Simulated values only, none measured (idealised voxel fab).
The document below concerns the process module designated voxel released beams.
Section shown: cut. Width: 195 nm. Cell size: 5 nm, square.
Just so we're on the same page, the cross-sections are grids of square cells, and they're listed out in bands top to bottom, each band one or more rows deep. For a band, the entry starts with two heights in nm, that of the top and then that of the bottom, and carries on with the band's materials in order from left to right, each alongside its width in nm; the word "full width" beside a single material means it fills the band edge to edge, and "blank" means empty space. Height reference: 0 = level under which incoming wafer is all one material. Lowest band: no bottom, runs on downward, e.g. "0 down". A width given as "30..40" starts at the first number in the band's top row and ends at the second number in its bottom row, shifting by an equal amount at every step from row to row. Basically "nothing changed" means that step didn't change any cell in the cross-section. Basically, "Enclosed voids" tells you about the enclosed voids: empty spaces with no open way to the top, 8 cells or bigger, each written width x height at distance, where distance is from the left edge, all in nm. That trailing text on a step's line, after the settings, is the simulator's own remark on the step. If you see "overlay nm" on a step's line and that step has a mask, it's telling you how far right of where it was planned the mask ended up; a negative number means it went left instead.
-- Steps in the process plan
step 1: op RECEIVE | material Si
step 2: op CONFORMAL_DEP | material SiN | thk nm 10
step 3: op DIRECTIONAL_DEP | material SiO2 | thk nm 10
step 4: op DIRECTIONAL_DEP | material aC | thk nm 10
step 5: op PATTERN | tone open | mask id ANCHOR | material resist | width nm 45 | thk nm 25 | overlay nm 0
step 6: op DIRECTIONAL_ETCH | etch materials aC | depth nm 10
step 7: op STRIP | etch materials resist
step 8: op DIRECTIONAL_ETCH | etch materials SiO2 | depth nm 10
step 9: op STRIP | etch materials aC
step 10: op CONFORMAL_DEP | material polySi | thk nm 15
step 11: op DIRECTIONAL_DEP | material aC | thk nm 15
step 12: op PATTERN | tone cover | mask id BEAM | material resist | width nm 100 | thk nm 30 | overlay nm 0
step 13: op DIRECTIONAL_ETCH | etch materials aC | depth nm 15
step 14: op STRIP | etch materials resist
step 15: op DIRECTIONAL_ETCH | etch materials polySi | depth nm 15
step 16: op STRIP | etch materials aC
step 17: op STRIP | etch materials SiO2
-- Delivered wafer in cross-section: state after step 1
0 down: Si full width
Enclosed voids: none
-- Starting structure and process plan are as shown above, but one mistake was made in running the module; the wafer cross-section at the end of the module follows
35 to 20: blank: 45, polySi: 100, blank: 50
20 to 0: SiN full width
0 down: Si full width
Enclosed voids: none
Where did the run depart from the plan? step 3 off recipe, ran as op DIRECTIONAL_DEP | material SiN | thk nm 10
